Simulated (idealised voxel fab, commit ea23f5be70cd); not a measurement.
This section sets out a process module, namely voxel self aligned vias.
Each square cell in cross-section cut measures 5 nm, and the section as a whole is 245 nm wide.
The cross-sections in this document take the form of a grid made of square cells. They are written out as bands, in order from top to bottom. Each band consists of one or more rows of cells. Heads up on the band format: heights come first, top then bottom, in nm. After that it's the materials left to right, each with its width in nm. A single material flagged "throughout" fills the whole band edge to edge, and "blank" means there's empty space there. Note: height 0 marks the level under which the wafer is uniformly one material as received. Lowest band unbounded below, written "0 -> down". A width such as "30->40" changes by the same amount from each row of cells to the next, from the band's top row to its bottom row. It should be understood that the words "nothing changed", when stated for a given step, signify that the cross-section underwent no change in any of its cells during that step. "Enclosed internal cavities" contains a list of empty spaces, each no smaller than 8 cells and without an open way to the top, written in the form width x height at distance with the distance from the left edge and all three in nm. The remark found on a step's line after its settings is issued by the simulator itself and pertains to that step. Regarding "overlay nm": on a step with a mask, it is the distance the mask lay to the right of its planned place; a negative value places it to the left.
-- The planned process steps are enumerated hereunder
1: RECEIVE, material Si
2: CONFORMAL_DEP, material SiO2, thk nm 15
3: CONFORMAL_DEP, material SiCN, thk nm 5
4: DIRECTIONAL_DEP, material lowk, thk nm 20
5: DIRECTIONAL_DEP, material aC, thk nm 10
6: PATTERN, tone open, mask id LINES, material resist, width nm 30, pitch nm 70, thk nm 30, overlay nm 0
7: DIRECTIONAL_ETCH, etch materials aC, depth nm 10
8: STRIP, etch materials resist
9: DIRECTIONAL_ETCH, etch materials lowk, depth nm 20
10: STRIP, etch materials aC
11: CONFORMAL_DEP, material TiN, thk nm 5
12: FILL_DEP, material W, thk nm 10
13: CMP, height nm 40
14: SELECTIVE_ETCH, etch materials W Ru TiN, depth nm 10
15: FILL_DEP, material SiN, thk nm 10
16: CMP, height nm 40
17: DIRECTIONAL_DEP, material lowk, thk nm 20
18: PATTERN, tone open, mask id VIAS, material resist, width nm 40, pitch nm 70, thk nm 15, overlay nm 0
19: DIRECTIONAL_ETCH, etch materials lowk, depth nm 20
20: DIRECTIONAL_ETCH, etch materials SiN, depth nm 10
21: STRIP, etch materials resist
22: CONFORMAL_DEP, material TiN, thk nm 5
23: FILL_DEP, material Ru, thk nm 10
24: CMP, height nm 60
25: CONFORMAL_DEP, material SiCN, thk nm 5
-- Incoming wafer, cross-sectional view, post step 1
0 -> down = Si throughout
Enclosed internal cavities: none
-- End state of the module in cross-section, given the above starting point and plan and one mistake in execution
65 -> 60 = SiCN throughout
60 -> 45 = lowk=30  TiN=5  Ru=30  TiN=5  lowk=30  TiN=5  Ru=30  TiN=5  lowk=30  TiN=5  Ru=30  TiN=5  lowk=35
45 -> 35 = lowk=30->35  TiN=10->5  Ru=20  TiN=10->5  lowk=30->40  TiN=10->5  Ru=20  TiN=10->5  lowk=30->40  TiN=10->5  Ru=20  TiN=10->5  lowk=35->40
35 -> 30 = lowk=35  TiN=30  lowk=40  TiN=30  lowk=40  TiN=30  lowk=40
30 -> 25 = lowk=35  TiN=5  W=20  TiN=5  lowk=40  TiN=5  W=20  TiN=5  lowk=40  TiN=5  W=20  TiN=5  lowk=40
25 -> 20 = lowk=35  TiN=30  lowk=40  TiN=30  lowk=40  TiN=30  lowk=40
20 -> 5 = SiO2 throughout
5 -> 0 = SiCN throughout
0 -> down = Si throughout
Enclosed internal cavities: none
What went wrong in running the wafer? note: step 2 <-> step 3, run order reversed vs plan
